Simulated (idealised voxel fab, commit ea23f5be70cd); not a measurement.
Name of the process module below: voxel double patterning
For reference, the cross-section in this document is cut, with width 235 nm and square cells of 5 nm.
Cross-section, as written here: a square-cell grid given band by band from the top down, where a band holds one or more rows of cells.
Read a band's entry like this: the first values are the height of its top and the height of its bottom in nm, and what follows is the sequence of materials from left to right, each with its width in nm. Note that "empty" is empty space, and that a single material marked "full width" reaches across the band from edge to edge.
Beneath 0, the wafer as received is one material, and that level is where height counting begins. The lowest band goes on downward without a bottom; it is written like "from 0 down".
Width: "30..40" (first number = top row, second number = bottom row, same change from row to row of cells).
Basically "nothing was modified" means that step didn't change any cell in the cross-section.
"Entrapped void list": sealed empty spaces, 8 cells or more, no open way to top, listed width x height at distance, with distance from the left edge and width, height and distance in nm.
Read whatever lies past the settings on a step's line as the simulator's own remark about the step.
overlay nm: mask right of planned place by this much (step with mask). Neg. = left.

Planned step list for the process:
- 1: RECEIVE with material Si
- 2: CONFORMAL_DEP with material SiO2, thk nm 10
- 3: DIRECTIONAL_DEP with material W, thk nm 15
- 4: DIRECTIONAL_DEP with material SiN, thk nm 10
- 5: MASKED_ETCH with tone open, mask id FIRST, width nm 15, pitch nm 50, etch materials SiN, depth nm 10, overlay nm 0
- 6: DIRECTIONAL_DEP with material aC, thk nm 15
- 7: PATTERN with tone open, mask id SECOND, material resist, width nm 15, pitch nm 50, thk nm 35, overlay nm 0
- 8: DIRECTIONAL_ETCH with etch materials aC, depth nm 15
- 9: STRIP with etch materials resist
- 10: DIRECTIONAL_ETCH with etch materials SiN, depth nm 5
- 11: STRIP with etch materials aC
- 12: DIRECTIONAL_ETCH with etch materials W, depth nm 15
- 13: STRIP with etch materials SiN
It is noted that the wafers described herein are identical at the outset and are distinguished by the depth nm of step 10; the value stated in the plan corresponds to the first wafer.

Cross-section of the first incoming wafer of several, state after step 1:
> from 0 down: Si full width
> Entrapped void list: none

Here is how to read the rows: every wafer has a row, and it shows the wafer at the end of the module, giving for each material how many cells were gained (+) or lost (-) since the wafer was received, then listing its closed voids:
depth nm 5; +94 SiO2; +114 W; Entrapped void list: none
depth nm 10; +94 SiO2; +96 W; Entrapped void list: none
depth nm 15; +94 SiO2; +96 W; Entrapped void list: none
depth nm 20; +94 SiO2; +96 W; Entrapped void list: none
depth nm 25; +94 SiO2; +96 W; Entrapped void list: none
